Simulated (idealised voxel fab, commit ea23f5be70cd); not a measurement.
Name of the process module below: voxel ribs on slabs
Each square cell in cross-section cut measures 5 nm, and the section as a whole is 150 nm wide.
When this document writes out a cross-section, it uses a grid of square cells and lists it as bands, beginning at the top and moving down, with a band standing for one or more rows of cells.
Each band's line starts with the height of the band's top and of its bottom, in nm. Then come its materials from left to right, each with its width in nm. One material with "everywhere" fills the band from edge to edge. "blank" is empty space.
The level at which height equals 0 is the one under which the wafer, as it arrives, is entirely one material. No lower edge exists for the bottom band, which continues downward and is notated as in "0 nm and below".
When a width is written as two numbers, as in "30->40", the first number is the width in the top row of cells of the band and the second is the width in its bottom row, and the width changes by the same amount from each row to the next.
A step reported as "remains unaltered" is a step in which no cell of the cross-section changed.
"Listed closed voids" lists enclosed empty spaces (at least 8 cells, no open path upward to the top), each as width x height at distance from the left edge, in nm.
Whatever follows a step's settings on its line is a remark the simulator itself makes about that step.
overlay nm: where the mask lay relative to plan, measured to the right, on steps with a mask; negatives go left.

-- Planned step list for the process
1,RECEIVE,material Si
2,DIRECTIONAL_DEP,material SiO2,thk nm 20
3,DIRECTIONAL_DEP,material SiN,thk nm 25
4,MASKED_ETCH,tone cover,mask id RIB,width nm 25,etch materials SiN,depth nm 15,overlay nm 0
5,MASKED_ETCH,tone cover,mask id SLAB,width nm 75,etch materials SiN,depth nm 10,overlay nm 0
6,FILL_DEP,material SiO2,thk nm 15
7,CMP,height nm 55
8,DIRECTIONAL_DEP,material W,thk nm 10
9,DIRECTIONAL_DEP,material aC,thk nm 15
10,PATTERN,tone cover,mask id HEATER,material resist,width nm 35,thk nm 30,overlay nm 0
11,DIRECTIONAL_ETCH,etch materials aC,depth nm 15
12,STRIP,etch materials resist
13,DIRECTIONAL_ETCH,etch materials W,depth nm 10
14,STRIP,etch materials aC
15,CONFORMAL_DEP,material SiO2,thk nm 5

-- Cross-section, incoming material, after step 1
* 0 nm and below | Si everywhere
* Listed closed voids: none

-- Cross-sectional image of the first of two wafers at the end of the module, the run having proceeded as planned
* 70 nm to 65 nm | blank (50); SiO2 (45); blank (55)
* 65 nm to 60 nm | blank (50); SiO2 (5); W (35); SiO2 (5); blank (55)
* 60 nm to 55 nm | SiO2 (55); W (35); SiO2 (60)
* 55 nm to 45 nm | SiO2 everywhere
* 45 nm to 30 nm | SiO2 (60); SiN (25); SiO2 (65)
* 30 nm to 20 nm | SiO2 (35); SiN (75); SiO2 (40)
* 20 nm to 0 nm | SiO2 everywhere
* 0 nm and below | Si everywhere
* Listed closed voids: none

-- Second wafer cross-section at end of module - shared start and plan with the first, one mistake in the run
* 70 nm to 65 nm | blank (50); SiO2 (45); blank (55)
* 65 nm to 60 nm | blank (50); SiO2 (5); W (35); SiO2 (5); blank (55)
* 60 nm to 55 nm | SiO2 (55); W (35); SiO2 (60)
* 55 nm to 25 nm | SiO2 everywhere
* 25 nm to 0 nm | SiN everywhere
* 0 nm and below | Si everywhere
* Listed closed voids: none
Short version of what went wrong: a sequencing error occurred in which plan steps 2 and 3 were transposed
At the finish, the second wafer shows more or fewer cells for some materials than the first does: 105 more of SiN; 105 fewer of SiO2
